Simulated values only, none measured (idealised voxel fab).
Name of the process module below: voxel ribs on slabs
The cross-section shown here is cut; it is 265 nm wide and divided into square cells measuring 5 nm on a side.
Each cross-section below is a grid of square cells, stated as bands in top-down order, with one or more rows of cells making up each band.
Read a band's entry like this: the first values are the height of its top and the height of its bottom in nm, and what follows is the sequence of materials from left to right, each with its width in nm. Note that "empty" is empty space, and that a single material marked "everywhere" reaches across the band from edge to edge.
Heads up on the height convention: 0 is the point under which the incoming wafer is all one material, and the lowest band has no bottom, it just keeps going down, like "z 0 and below".
The width entry "30 to 40" should be interpreted row by row: the top row of cells in the band takes the first number, the bottom row takes the second number, and the change between adjacent rows is uniform throughout.
"same as before", as given for a step, is the statement that not any cell of the cross-section underwent a change during that step.
So "Closed void catalog" is basically the list of trapped voids: any empty space of 8 cells or more that can't reach the top through an opening. They're written width x height at distance, the distance being from the left edge, and it's all nm.
Where a step's line continues beyond its settings, the continuation is a remark by the simulator itself on that step.
overlay nm: for a step with a mask, the amount by which the mask lay right of where it was planned; a negative amount means left of it.
This section lists the process steps that were planned
1) RECEIVE with material Si
2) DIRECTIONAL_DEP with material SiO2, thk nm 20
3) DIRECTIONAL_DEP with material polySi, thk nm 15
4) PATTERN with tone cover, mask id RIB, material resist, width nm 30, thk nm 15, overlay nm 0
5) DIRECTIONAL_ETCH with etch materials polySi, depth nm 5
6) STRIP with etch materials resist
7) PATTERN with tone cover, mask id SLAB, material resist, width nm 80, thk nm 20, overlay nm 0
8) DIRECTIONAL_ETCH with etch materials polySi, depth nm 10
9) STRIP with etch materials resist
10) FILL_DEP with material SiO2, thk nm 20
11) CMP with height nm 50
12) DIRECTIONAL_DEP with material TiN, thk nm 5
13) DIRECTIONAL_DEP with material aC, thk nm 10
14) PATTERN with tone cover, mask id HEATER, material resist, width nm 40, thk nm 25, overlay nm 0
15) DIRECTIONAL_ETCH with etch materials aC, depth nm 10
16) STRIP with etch materials resist
17) DIRECTIONAL_ETCH with etch materials TiN, depth nm 5
18) STRIP with etch materials aC
19) CONFORMAL_DEP with material SiN, thk nm 5
as received, after step 1
  z 0 and below  Si everywhere
  Closed void catalog: none
Wafer cross-section at end of module: start and plan as shown above, one execution error
  z 55 to 50  empty 110, then TiN 40, then empty 115
  z 50 to 35  SiO2 everywhere
  z 35 to 30  SiO2 115, then polySi 30, then SiO2 120
  z 30 to 20  SiO2 90, then polySi 80, then SiO2 95
  z 20 to 0  SiO2 everywhere
  z 0 and below  Si everywhere
  Closed void catalog: none
What was the processing mistake? with respect to the plan, step 19 was omitted and not executed
